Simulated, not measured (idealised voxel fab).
Process module under the name voxel self aligned vias
Each square cell in cross-section cut measures 5 nm, and the section as a whole is 145 nm wide.
Notation: cross-section as square-cell grid; stated in bands, top first, going down; one or more cell rows per band. This entry defines a band. It first specifies the height of the band's top and the height of its bottom in nm, and then specifies the band's materials from left to right, stating each material with its width in nm. The word "all across" identifies a single material that fills the band from edge to edge, while the word "blank" identifies empty space. Beneath 0, the wafer as received is one material, and that level is where height counting begins. The lowest band goes on downward without a bottom; it is written like "0 -> down". A two-number width, for instance "30 to 40", indicates that the width is equal to the first number in the top row of the band and to the second number in the bottom row, and that it changes by a constant amount per row of cells. "remains unaltered" (step): cross-section cells unchanged, all of them. What "Entrapped voids" gives you is every empty space of 8 cells or more that is cut off from the top. Each appears as width x height at distance, with the distance taken from the left edge and width, height and distance all in nm. If you see something after the settings on a step's line, that's the simulator's own remark about that step. overlay nm: on a step with a mask, how far right of its planned place the mask lay; negative means left.
Process steps (planned):
| 1 | RECEIVE with material Si |
| 2 | CONFORMAL_DEP with material SiO2, thk nm 10 |
| 3 | CONFORMAL_DEP with material SiCN, thk nm 5 |
| 4 | DIRECTIONAL_DEP with material SiO2, thk nm 30 |
| 5 | DIRECTIONAL_DEP with material aC, thk nm 10 |
| 6 | PATTERN with tone open, mask id LINES, material resist, width nm 20, pitch nm 65, thk nm 25, overlay nm 0 |
| 7 | DIRECTIONAL_ETCH with etch materials aC, depth nm 10 |
| 8 | STRIP with etch materials resist |
| 9 | DIRECTIONAL_ETCH with etch materials SiO2, depth nm 30 |
| 10 | STRIP with etch materials aC |
| 11 | CONFORMAL_DEP with material TiN, thk nm 5 |
| 12 | FILL_DEP with material W, thk nm 5 |
| 13 | CMP with height nm 45 |
| 14 | SELECTIVE_ETCH with etch materials W Ru TiN, depth nm 10 |
| 15 | FILL_DEP with material SiN, thk nm 10 |
| 16 | CMP with height nm 45 |
| 17 | DIRECTIONAL_DEP with material SiO2, thk nm 20 |
| 18 | MASKED_ETCH with tone open, mask id VIAS, width nm 50, etch materials SiO2, depth nm 20, overlay nm 0 |
| 19 | MASKED_ETCH with tone open, mask id VIAS, width nm 50, etch materials SiN, depth nm 10, overlay nm 0 |
| 20 | CONFORMAL_DEP with material TiN, thk nm 5 |
| 21 | FILL_DEP with material Cu, thk nm 10 |
| 22 | CMP with height nm 65 |
| 23 | CONFORMAL_DEP with material SiCN, thk nm 5 |
Wafer-to-wafer difference: width nm, step 6. Common start. Plan = first wafer's value.
The as-received cross-section of the first of several wafers corresponds to the state after step 1:
- 0 -> down | Si all across
- Entrapped voids: none
Gained (+) or lost (-) cells of each material since receipt, then closed voids: one row per wafer, at the end of the module:
width nm 20, +28 Cu, +58 SiCN, +8 SiN, +260 SiO2, +40 TiN, +12 W, Entrapped voids: none
width nm 25, +30 Cu, +58 SiCN, +10 SiN, +248 SiO2, +42 TiN, +18 W, Entrapped voids: none
width nm 30, +32 Cu, +58 SiCN, +12 SiN, +236 SiO2, +44 TiN, +24 W, Entrapped voids: none
width nm 35, +34 Cu, +58 SiCN, +14 SiN, +224 SiO2, +46 TiN, +30 W, Entrapped voids: none
width nm 40, +36 Cu, +58 SiCN, +16 SiN, +212 SiO2, +48 TiN, +36 W, Entrapped voids: none
width nm 45, +38 Cu, +58 SiCN, +18 SiN, +200 SiO2, +50 TiN, +42 W, Entrapped voids: none
